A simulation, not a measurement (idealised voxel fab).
process module | voxel gate over fins
cross-section cut | 175 nm wide | cells 5 nm
A cross-section is a grid of square cells, given in bands from the top down. A band is one or more rows of cells.
Each band's line starts with the height of the band's top and of its bottom, in nm. Then come its materials from left to right, each with its width in nm. One material with "throughout" fills the band from edge to edge. "air" is empty space.
Height 0 is the level under which the wafer as received is all one material. The lowest band goes on downwards, as in "0 down".
A width such as "30 to 40" changes by the same amount from each row of cells to the next, from the band's top row to its bottom row.
"no change" after a step means that no cell of the cross-section changed.
closed voids: empty space of 8 cells or more with no open way to the top, each as width x height at its distance from the left edge, in nm
after a step's settings: what the simulator itself notes on the step
overlay nm, on a step with a mask: how far to the right of its planned place the mask lay; to the left if negative
plan
1 op RECEIVE | material Si
2 op CONFORMAL_DEP | material SiN | thk nm 10
3 op MASKED_ETCH | tone cover | mask id FINS | width nm 15 | pitch nm 45 | etch materials SiN | depth nm 10 | overlay nm 0
4 op MASKED_ETCH | tone cover | mask id FINS | width nm 15 | pitch nm 45 | etch materials Si | depth nm 30 | overlay nm 0
5 op OXIDIZE | depth nm 5
6 op FILL_DEP | material SiO2 | thk nm 5
7 op CMP | height nm 10
8 op SELECTIVE_ETCH | etch materials SiO2 | depth nm 20
9 op STRIP | etch materials SiN
10 op CONFORMAL_DEP | material HfO2 | thk nm 5
11 op CONFORMAL_DEP | material TiN | thk nm 5
12 op CONFORMAL_DEP | material TiAl | thk nm 5
13 op CONFORMAL_DEP | material TiN | thk nm 5
14 op FILL_DEP | material W | thk nm 10
15 op CMP | height nm 25
16 op CONFORMAL_DEP | material SiCN | thk nm 5
as received, after step 1
  0 down: Si throughout
  closed voids: none
a wafer at the end: this start, this plan, one mistake
  30 to 25: SiCN throughout
  25 to 20: HfO2 throughout
  20 to 15: HfO2 20 | TiN 135 | HfO2 20
  15 to 10: HfO2 20 | TiN 5 | TiAl 35 | TiN 10 | TiAl 35 | TiN 10 | TiAl 35 | TiN 5 | HfO2 20
  10 to 5: TiN 25 | TiAl 5 | TiN 25 | TiAl 5 | TiN 10 | TiAl 5 | TiN 25 | TiAl 5 | TiN 10 | TiAl 5 | TiN 25 | TiAl 5 | TiN 25
  5 to 0: TiAl 30 | TiN 5 | HfO2 15 | TiN 5 | TiAl 20 | TiN 5 | HfO2 15 | TiN 5 | TiAl 20 | TiN 5 | HfO2 15 | TiN 5 | TiAl 30
  0 to -5: TiN 35 | HfO2 5 | Si 5 | HfO2 5 | TiN 30 | HfO2 5 | Si 5 | HfO2 5 | TiN 30 | HfO2 5 | Si 5 | HfO2 5 | TiN 35
  -5 to -10: HfO2 40 | Si 5 | HfO2 40 | Si 5 | HfO2 40 | Si 5 | HfO2 40
  -10 to -35: SiO2 40 | Si 5 | SiO2 40 | Si 5 | SiO2 40 | Si 5 | SiO2 40
  -35 down: Si throughout
  closed voids: none
what went wrong: step 14 ran as: op FILL_DEP | material HfO2 | thk nm 10
